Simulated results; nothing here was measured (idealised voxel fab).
Process module under the name voxel wiring stack
Square cells of 5 nm make up the cross-section cut, whose width is 260 nm.
Cross-section = grid of square cells, listed top down in bands; band = one or more rows.
Within each band entry, the heights of the top and of the bottom of the band appear first, in that order and in nm; the materials of the band then follow from left to right, each with its corresponding width in nm. The designation "full width" on a single material indicates that it fills the band from edge to edge; the designation "blank" indicates empty space.
Heights are reckoned from 0. Under this level, the received wafer is all of one material. The bottommost band is open-ended downward, for example "0..down".
Width spec "30->40" -> top row of cells at first value, bottom row at second value, equal per-row change in between.
Step marked "remained the same"? Then no cell in the cross-section changed in it.
You'll see "Voids, fully enclosed" listing empty spaces that have no way open to the top, as long as they're 8 cells or more; the notation is width x height at distance, where the distance is from the left edge, and all of it is in nm.
The remark found on a step's line after its settings is issued by the simulator itself and pertains to that step.
overlay nm: on a step with a mask, how far right of its planned place the mask lay; negative means left.
This section lists the process steps that were planned:
1: op RECEIVE | material Si
2: op CONFORMAL_DEP | material SiO2 | thk nm 15
3: op CONFORMAL_DEP | material SiCN | thk nm 5
4: op DIRECTIONAL_DEP | material lowk | thk nm 15
5: op DIRECTIONAL_DEP | material aC | thk nm 10
6: op PATTERN | tone open | mask id METAL_1 | material resist | width nm 30 | pitch nm 45 | thk nm 30 | overlay nm 0
7: op DIRECTIONAL_ETCH | etch materials aC | depth nm 10
8: op STRIP | etch materials resist
9: op DIRECTIONAL_ETCH | etch materials lowk | depth nm 15
10: op DIRECTIONAL_ETCH | etch materials SiCN | depth nm 5
11: op STRIP | etch materials aC
12: op CONFORMAL_DEP | material TiN | thk nm 5
13: op FILL_DEP | material Ru | thk nm 10
14: op CMP | height nm 35
15: op CONFORMAL_DEP | material SiCN | thk nm 5
16: op DIRECTIONAL_DEP | material SiO2 | thk nm 30
17: op PATTERN | tone open | mask id METAL_2 | material resist | width nm 30 | pitch nm 45 | thk nm 20 | overlay nm 0
18: op DIRECTIONAL_ETCH | etch materials SiO2 | depth nm 20
19: op STRIP | etch materials resist
20: op PATTERN | tone open | mask id METAL_2_HOLES | material resist | width nm 15 | pitch nm 45 | thk nm 20 | overlay nm 0
21: op DIRECTIONAL_ETCH | etch materials SiO2 | depth nm 10
22: op DIRECTIONAL_ETCH | etch materials SiCN | depth nm 5
23: op STRIP | etch materials resist
24: op CONFORMAL_DEP | material TiN | thk nm 5
25: op FILL_DEP | material Cu | thk nm 5
26: op CMP | height nm 70
27: op CONFORMAL_DEP | material SiCN | thk nm 5
28: op DIRECTIONAL_DEP | material lowk | thk nm 30
29: op DIRECTIONAL_DEP | material aC | thk nm 15
30: op PATTERN | tone open | mask id METAL_3_HOLES | material resist | width nm 15 | pitch nm 45 | thk nm 35 | overlay nm 0
31: op DIRECTIONAL_ETCH | etch materials aC | depth nm 15
32: op STRIP | etch materials resist
33: op DIRECTIONAL_ETCH | etch materials lowk | depth nm 30
34: op STRIP | etch materials aC
35: op MASKED_ETCH | tone open | mask id METAL_3 | width nm 30 | pitch nm 45 | etch materials lowk | depth nm 15 | overlay nm 0
36: op MASKED_ETCH | tone open | mask id METAL_3 | width nm 30 | pitch nm 45 | etch materials SiCN | depth nm 5 | overlay nm 0
37: op CONFORMAL_DEP | material TiN | thk nm 5
38: op FILL_DEP | material Cu | thk nm 5
39: op CMP | height nm 105
40: op CONFORMAL_DEP | material SiCN | thk nm 5
As-received wafer cross-section (after step 1):
> 0..down | Si full width
> Voids, fully enclosed: none
Looking at the first of two wafers in cross-section at end of module - ran to plan:
> 110..105 | SiCN full width
> 105..95 | lowk: 45  TiN: 5  Cu: 20  TiN: 5  lowk: 15  TiN: 5  Cu: 20  TiN: 5  lowk: 15  TiN: 5  Cu: 20  TiN: 5  lowk: 15  TiN: 5  Cu: 20  TiN: 5  lowk: 50
> 95..90 | lowk: 45  TiN: 5  Cu: 5  TiN: 20  lowk: 15  TiN: 5  Cu: 5  TiN: 20  lowk: 15  TiN: 5  Cu: 5  TiN: 20  lowk: 15  TiN: 5  Cu: 5  TiN: 20  lowk: 50
> 90..75 | lowk: 45  TiN: 5  Cu: 5  TiN: 5  lowk: 30  TiN: 5  Cu: 5  TiN: 5  lowk: 30  TiN: 5  Cu: 5  TiN: 5  lowk: 30  TiN: 5  Cu: 5  TiN: 5  lowk: 65
> 75..70 | SiCN: 45  TiN: 15  SiCN: 30  TiN: 15  SiCN: 30  TiN: 15  SiCN: 30  TiN: 15  SiCN: 65
> 70..55 | SiO2: 45  TiN: 5  Cu: 20  TiN: 5  SiO2: 15  TiN: 5  Cu: 20  TiN: 5  SiO2: 15  TiN: 5  Cu: 20  TiN: 5  SiO2: 15  TiN: 5  Cu: 20  TiN: 5  SiO2: 50
> 55..50 | SiO2: 45  TiN: 5  Cu: 5  TiN: 20  SiO2: 15  TiN: 5  Cu: 5  TiN: 20  SiO2: 15  TiN: 5  Cu: 5  TiN: 20  SiO2: 15  TiN: 5  Cu: 5  TiN: 20  SiO2: 50
> 50..40 | SiO2: 45  TiN: 5  Cu: 5  TiN: 5  SiO2: 30  TiN: 5  Cu: 5  TiN: 5  SiO2: 30  TiN: 5  Cu: 5  TiN: 5  SiO2: 30  TiN: 5  Cu: 5  TiN: 5  SiO2: 65
> 40..35 | SiCN: 45  TiN: 15  SiCN: 30  TiN: 15  SiCN: 30  TiN: 15  SiCN: 30  TiN: 15  SiCN: 65
> 35..20 | lowk: 45  TiN: 5  Ru: 20  TiN: 5  lowk: 15  TiN: 5  Ru: 20  TiN: 5  lowk: 15  TiN: 5  Ru: 20  TiN: 5  lowk: 15  TiN: 5  Ru: 20  TiN: 5  lowk: 50
> 20..15 | SiCN: 45  TiN: 30  SiCN: 15  TiN: 30  SiCN: 15  TiN: 30  SiCN: 15  TiN: 30  SiCN: 50
> 15..0 | SiO2 full width
> 0..down | Si full width
> Voids, fully enclosed: none
Second wafer at the end: like start, like plan, one mistake:
> 110..105 | SiCN full width
> 105..95 | lowk: 45  TiN: 5  Cu: 20  TiN: 5  lowk: 15  TiN: 5  Cu: 20  TiN: 5  lowk: 15  TiN: 5  Cu: 20  TiN: 5  lowk: 15  TiN: 5  Cu: 20  TiN: 5  lowk: 50
> 95..90 | lowk: 45  TiN: 5  Cu: 5  TiN: 20  lowk: 15  TiN: 5  Cu: 5  TiN: 20  lowk: 15  TiN: 5  Cu: 5  TiN: 20  lowk: 15  TiN: 5  Cu: 5  TiN: 20  lowk: 50
> 90..75 | lowk: 45  TiN: 5  Cu: 5  TiN: 5  lowk: 30  TiN: 5  Cu: 5  TiN: 5  lowk: 30  TiN: 5  Cu: 5  TiN: 5  lowk: 30  TiN: 5  Cu: 5  TiN: 5  lowk: 65
> 75..70 | SiCN: 45  TiN: 15  SiCN: 30  TiN: 15  SiCN: 30  TiN: 15  SiCN: 30  TiN: 15  SiCN: 65
> 70..65 | Cu full width
> 65..60 | TiN: 50  Cu: 20  TiN: 25  Cu: 20  TiN: 25  Cu: 20  TiN: 25  Cu: 20  TiN: 55
> 60..50 | SiO2: 45  TiN: 5->20  Cu: 20->5  TiN: 5  SiO2: 15  TiN: 5->20  Cu: 20->5  TiN: 5  SiO2: 15  TiN: 5->20  Cu: 20->5  TiN: 5  SiO2: 15  TiN: 5->20  Cu: 20->5  TiN: 5  SiO2: 50
> 50..40 | SiO2: 60  TiN: 5  Cu: 5  TiN: 5  SiO2: 30  TiN: 5  Cu: 5  TiN: 5  SiO2: 30  TiN: 5  Cu: 5  TiN: 5  SiO2: 30  TiN: 5  Cu: 5  TiN: 5  SiO2: 50
> 40..35 | SiCN: 60  TiN: 15  SiCN: 30  TiN: 15  SiCN: 30  TiN: 15  SiCN: 30  TiN: 15  SiCN: 50
> 35..20 | lowk: 45  TiN: 5  Ru: 20  TiN: 5  lowk: 15  TiN: 5  Ru: 20  TiN: 5  lowk: 15  TiN: 5  Ru: 20  TiN: 5  lowk: 15  TiN: 5  Ru: 20  TiN: 5  lowk: 50
> 20..15 | SiCN: 45  TiN: 30  SiCN: 15  TiN: 30  SiCN: 15  TiN: 30  SiCN: 15  TiN: 30  SiCN: 50
> 15..0 | SiO2 full width
> 0..down | Si full width
> Voids, fully enclosed: none
Nonconformance to the process plan: in deviation from the planned setting, step 20 was conducted as op PATTERN | tone cover | mask id METAL_2_HOLES | material resist | width nm 15 | pitch nm 45 | thk nm 20 | overlay nm 0
Per the end-of-run cell counts, the second wafer holds more or fewer of some materials than the first: Cu +36, SiO2 -56, TiN +20
